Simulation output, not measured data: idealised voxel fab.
The following process module bears the name voxel capacitor over wiring.
Square cell edge 5 nm, section width 195 nm, ID cut.
Cross-section layout: square cells on a grid; listed as bands, top to bottom; a band spans one or more cell rows.
Look at the band entry: it leads with the top's height and the bottom's height in nm. Then it lists the materials left to right, with a width in nm for each. The word "throughout" on a single material says that material fills the band edge to edge. The word "blank" is empty space.
Heights are reckoned from 0. Under this level, the received wafer is all of one material. The bottommost band is open-ended downward, for example "0 nm and below".
The notation "30 to 40" denotes a width that varies across the rows of cells in the band, beginning at the first number in the top row, finishing at the second number in the bottom row, and changing by an identical amount from each row to the next.
When a step is marked "stayed the same", none of the cells in the cross-section changed during that step.
"Closed voids list" lists enclosed empty spaces (at least 8 cells, no open path upward to the top), each as width x height at distance from the left edge, in nm.
Whatever follows a step's settings on its line is a remark the simulator itself makes about that step.
overlay nm: for a step with a mask, the amount by which the mask lay right of where it was planned; a negative amount means left of it.

-- Planned step list for the process
1,RECEIVE, material Si
2,CONFORMAL_DEP, material SiO2, thk nm 15
3,CONFORMAL_DEP, material SiN, thk nm 5
4,DIRECTIONAL_DEP, material SiO2, thk nm 20
5,DIRECTIONAL_DEP, material aC, thk nm 5
6,PATTERN, tone open, mask id METAL_1, material resist, width nm 25, pitch nm 75, thk nm 35, overlay nm 0
7,DIRECTIONAL_ETCH, etch materials aC, depth nm 15
8,STRIP, etch materials resist
9,DIRECTIONAL_ETCH, etch materials SiO2, depth nm 20
10,DIRECTIONAL_ETCH, etch materials SiN, depth nm 5
11,STRIP, etch materials aC
12,CONFORMAL_DEP, material TiN, thk nm 5
13,FILL_DEP, material Ru, thk nm 5
14,CMP, height nm 40
15,CONFORMAL_DEP, material SiCN, thk nm 5
16,DIRECTIONAL_DEP, material lowk, thk nm 10
17,MASKED_ETCH, tone open, mask id PLUG_1, width nm 15, etch materials lowk, depth nm 10, overlay nm 0
18,MASKED_ETCH, tone open, mask id PLUG_1, width nm 15, etch materials SiCN, depth nm 5, overlay nm 0
19,EPI, material Ru, thk nm 10
20,EPI, material Ru, thk nm 5
21,DIRECTIONAL_DEP, material TiN, thk nm 10
22,DIRECTIONAL_DEP, material HfO2, thk nm 5
23,DIRECTIONAL_DEP, material TiN, thk nm 10
24,PATTERN, tone cover, mask id UPPER_PLATE, material resist, width nm 55, thk nm 15, overlay nm 0
25,DIRECTIONAL_ETCH, etch materials TiN, depth nm 10
26,DIRECTIONAL_ETCH, etch materials HfO2, depth nm 5
27,STRIP, etch materials resist
28,PATTERN, tone cover, mask id LOWER_PLATE, material resist, width nm 65, thk nm 15, overlay nm 0
29,DIRECTIONAL_ETCH, etch materials TiN, depth nm 10
30,STRIP, etch materials resist
31,FILL_DEP, material SiO2, thk nm 20
32,CMP, height nm 95
33,PATTERN, tone open, mask id PLUG_2, material resist, width nm 15, thk nm 20, overlay nm 0
34,DIRECTIONAL_ETCH, etch materials SiO2, depth nm 15
35,STRIP, etch materials resist
36,CONFORMAL_DEP, material TiN, thk nm 5
37,FILL_DEP, material Ru, thk nm 5
38,CMP, height nm 95
39,CONFORMAL_DEP, material SiCN, thk nm 5
What sets these wafers apart? The thk nm at step 5. They all start alike, and the plan carries the first wafer's value.

-- Sectional view: first of several wafers, as received, after step 1
> 0 nm and below | Si throughout
> Closed voids list: none

-- The first of several wafers, seen in cross-section after the module's last step, step 39
> 100 nm to 95 nm | SiCN throughout
> 95 nm to 85 nm | 65 SiO2, then 5 TiN, then 5 Ru, then 5 TiN, then 115 SiO2
> 85 nm to 80 nm | 65 SiO2, then 15 TiN, then 115 SiO2
> 80 nm to 70 nm | 55 SiO2, then 55 TiN, then 85 SiO2
> 70 nm to 65 nm | 55 SiO2, then 55 HfO2, then 85 SiO2
> 65 nm to 55 nm | 50 SiO2, then 65 TiN, then 80 SiO2
> 55 nm to 45 nm | 55 lowk, then 15 Ru, then 125 lowk
> 45 nm to 40 nm | 55 SiCN, then 15 Ru, then 125 SiCN
> 40 nm to 20 nm | 45 SiO2, then 5 TiN, then 15 Ru, then 5 TiN, then 50 SiO2, then 5 TiN, then 15 Ru, then 5 TiN, then 50 SiO2
> 20 nm to 15 nm | 45 SiN, then 25 TiN, then 50 SiN, then 25 TiN, then 50 SiN
> 15 nm to 0 nm | SiO2 throughout
> 0 nm and below | Si throughout
> Closed voids list: none

-- Final wafer cross-section at module end
> 100 nm to 95 nm | SiCN throughout
> 95 nm to 85 nm | 65 SiO2, then 5 TiN, then 5 Ru, then 5 TiN, then 115 SiO2
> 85 nm to 80 nm | 65 SiO2, then 15 TiN, then 115 SiO2
> 80 nm to 70 nm | 70 SiO2, then 40 TiN, then 85 SiO2
> 70 nm to 65 nm | 70 SiO2, then 40 HfO2, then 85 SiO2
> 65 nm to 55 nm | 50 SiO2, then 65 TiN, then 80 SiO2
> 55 nm to 50 nm | 55 lowk, then 15 HfO2, then 125 lowk
> 50 nm to 45 nm | 55 lowk, then 15 TiN, then 125 lowk
> 45 nm to 40 nm | 55 SiCN, then 15 TiN, then 125 SiCN
> 40 nm to 20 nm | SiO2 throughout
> 20 nm to 15 nm | SiN throughout
> 15 nm to 0 nm | SiO2 throughout
> 0 nm and below | Si throughout
> Closed voids list: none

-- wafer rows; end of module; cells per material since receipt: (+) gained, (-) lost; then closed voids
thk nm 5, +11 HfO2, +35 Ru, +75 SiCN, +29 SiN, +477 SiO2, +81 TiN, +72 lowk, Closed voids list: none
thk nm 10, +11 HfO2, +35 Ru, +75 SiCN, +29 SiN, +477 SiO2, +81 TiN, +72 lowk, Closed voids list: none
thk nm 15, +11 HfO2, +35 Ru, +75 SiCN, +29 SiN, +477 SiO2, +81 TiN, +72 lowk, Closed voids list: none
thk nm 20, +11 HfO2, +2 Ru, +75 SiCN, +39 SiN, +526 SiO2, +55 TiN, +72 lowk, Closed voids list: none
thk nm 25, +11 HfO2, +2 Ru, +75 SiCN, +39 SiN, +526 SiO2, +55 TiN, +72 lowk, Closed voids list: none
thk nm 30, +11 HfO2, +2 Ru, +75 SiCN, +39 SiN, +526 SiO2, +55 TiN, +72 lowk, Closed voids list: none
